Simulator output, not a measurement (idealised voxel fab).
The following process module bears the name voxel spacer lines.
The figure presents cross-section cut, which has a width of 175 nm and is divided into square cells with an edge length of 5 nm.
Notation: cross-section as square-cell grid; stated in bands, top first, going down; one or more cell rows per band. What a band's entry tells you: where the top is and where the bottom is, as heights in nm, and after that what lies inside, material by material from left to right, each with its width in nm. Empty space is written as the word "air", and a single material marked with the word "all across" occupies the band from edge to edge. Height datum 0, below which the as-received substrate wafer is one material. Lowest band open at the bottom, running downward: "0..down". A two-number width, for instance "30 to 40", indicates that the width is equal to the first number in the top row of the band and to the second number in the bottom row, and that it changes by a constant amount per row of cells. When a step is marked "left unchanged", none of the cells in the cross-section changed during that step. "Enclosed void entries" - sealed voids, min. 8 cells, no opening to top; format: width x height at distance (distance from left edge; nm throughout). Anything after a step's settings on that line? It's the simulator's own note about the step. Each step line may optionally specify "overlay nm", which for a step with a mask gives the rightward distance between the mask's planned place and where it lay, a negative value indicating the leftward direction.

**Planned step list for the process**
1) RECEIVE, material Si
2) CONFORMAL_DEP, material Al2O3, thk nm 5
3) DIRECTIONAL_DEP, material SiN, thk nm 10
4) DIRECTIONAL_DEP, material polySi, thk nm 30
5) PATTERN, tone cover, mask id MANDREL, material resist, width nm 15, pitch nm 50, thk nm 35, overlay nm 0
6) DIRECTIONAL_ETCH, etch materials polySi, depth nm 30
7) STRIP, etch materials resist
8) CONFORMAL_DEP, material SiO2, thk nm 10
9) DIRECTIONAL_ETCH, etch materials SiO2, depth nm 10
10) STRIP, etch materials polySi
11) DIRECTIONAL_ETCH, etch materials SiN, depth nm 10
12) STRIP, etch materials SiO2
13) FILL_DEP, material SiO2, thk nm 5
14) CMP, height nm 15
The plan's step 5 width nm is the first wafer's value; the wafers differ in this setting and start identical.

**Cross-section of the first incoming wafer of several, state after step 1**
- 0..down | Si all across
- Enclosed void entries: none

**Cross-section after step 14, the final step of the module, for the first of several wafers**
- 15..5 | 45 SiO2 / 10 SiN / 15 SiO2 / 10 SiN / 15 SiO2 / 10 SiN / 15 SiO2 / 10 SiN / 45 SiO2
- 5..0 | Al2O3 all across
- 0..down | Si all across
- Enclosed void entries: none

**X-section, last wafer, module end**
- 15..5 | 40 SiO2 / 10 SiN / 30 SiO2 / 20 SiN / 30 SiO2 / 10 SiN / 35 SiO2
- 5..0 | Al2O3 all across
- 0..down | Si all across
- Enclosed void entries: none

**Gained (+) or lost (-) cells of each material since receipt, then closed voids: one row per wafer, at the end of the module**
width nm 15 | +35 Al2O3 | +16 SiN | +54 SiO2 | Enclosed void entries: none
width nm 20 | +35 Al2O3 | +16 SiN | +54 SiO2 | Enclosed void entries: none
width nm 25 | +35 Al2O3 | +16 SiN | +54 SiO2 | Enclosed void entries: none
width nm 30 | +35 Al2O3 | +16 SiN | +54 SiO2 | Enclosed void entries: none
